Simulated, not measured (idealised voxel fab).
Process module under the name voxel spacer lines
This is section cut - it's 155 nm across, gridded in 5 nm square cells.
Cross-section layout: square cells on a grid; listed as bands, top to bottom; a band spans one or more cell rows. First you get the band's top height and its bottom height, in nm, and then the materials it's made of, left to right, with each width in nm. If you see a single material with "everywhere", that one covers the band edge to edge. "blank" is empty space. Height 0 is the level under which the wafer as received is all one material. The lowest band goes on downwards, as in "0 and below". Width spec "30..40" -> top row of cells at first value, bottom row at second value, equal per-row change in between. Any step labelled "everything unchanged" changed none of the cells in the cross-section. Reported under the label "Enclosed void inventory" are the empty spaces having no open way to the top and comprising 8 cells or more; the notation for each is width x height at distance, in which the distance is measured from the left edge and all three values are in nm. Past the settings on a step's line: simulator remark, on that step. Steps that use a mask can have "overlay nm" on their line. It says how far the mask sat to the right of where it was meant to be. Negative means to the left.

## The planned process steps are enumerated hereunder
| 1 | RECEIVE (material Si) |
| 2 | CONFORMAL_DEP (material SiO2; thk nm 10) |
| 3 | DIRECTIONAL_DEP (material polySi; thk nm 10) |
| 4 | DIRECTIONAL_DEP (material aC; thk nm 30) |
| 5 | PATTERN (tone cover; mask id MANDREL; material resist; width nm 15; pitch nm 60; thk nm 35; overlay nm 0) |
| 6 | DIRECTIONAL_ETCH (etch materials aC; depth nm 30) |
| 7 | STRIP (etch materials resist) |
| 8 | CONFORMAL_DEP (material SiN; thk nm 10) |
| 9 | DIRECTIONAL_ETCH (etch materials SiN; depth nm 10) |
| 10 | STRIP (etch materials aC) |
| 11 | DIRECTIONAL_ETCH (etch materials polySi; depth nm 10) |
| 12 | STRIP (etch materials SiN) |
For clarity, it should be stated that the wafers under discussion commence in an identical condition and differ with respect to the width nm of step 5, the plan indicating the value that the first wafer had.

## The first of several wafers, as received after step 1, seen in section
> 0 and below | Si everywhere
> Enclosed void inventory: none

## Rows = wafers. At module end, each row lists per material the cells gained (+) or lost (-) since the wafer was received, then the closed voids
width nm 15, +62 SiO2, +16 polySi, Enclosed void inventory: none
width nm 20, +62 SiO2, +16 polySi, Enclosed void inventory: none
width nm 25, +62 SiO2, +16 polySi, Enclosed void inventory: none
width nm 30, +62 SiO2, +16 polySi, Enclosed void inventory: none
width nm 35, +62 SiO2, +16 polySi, Enclosed void inventory: none
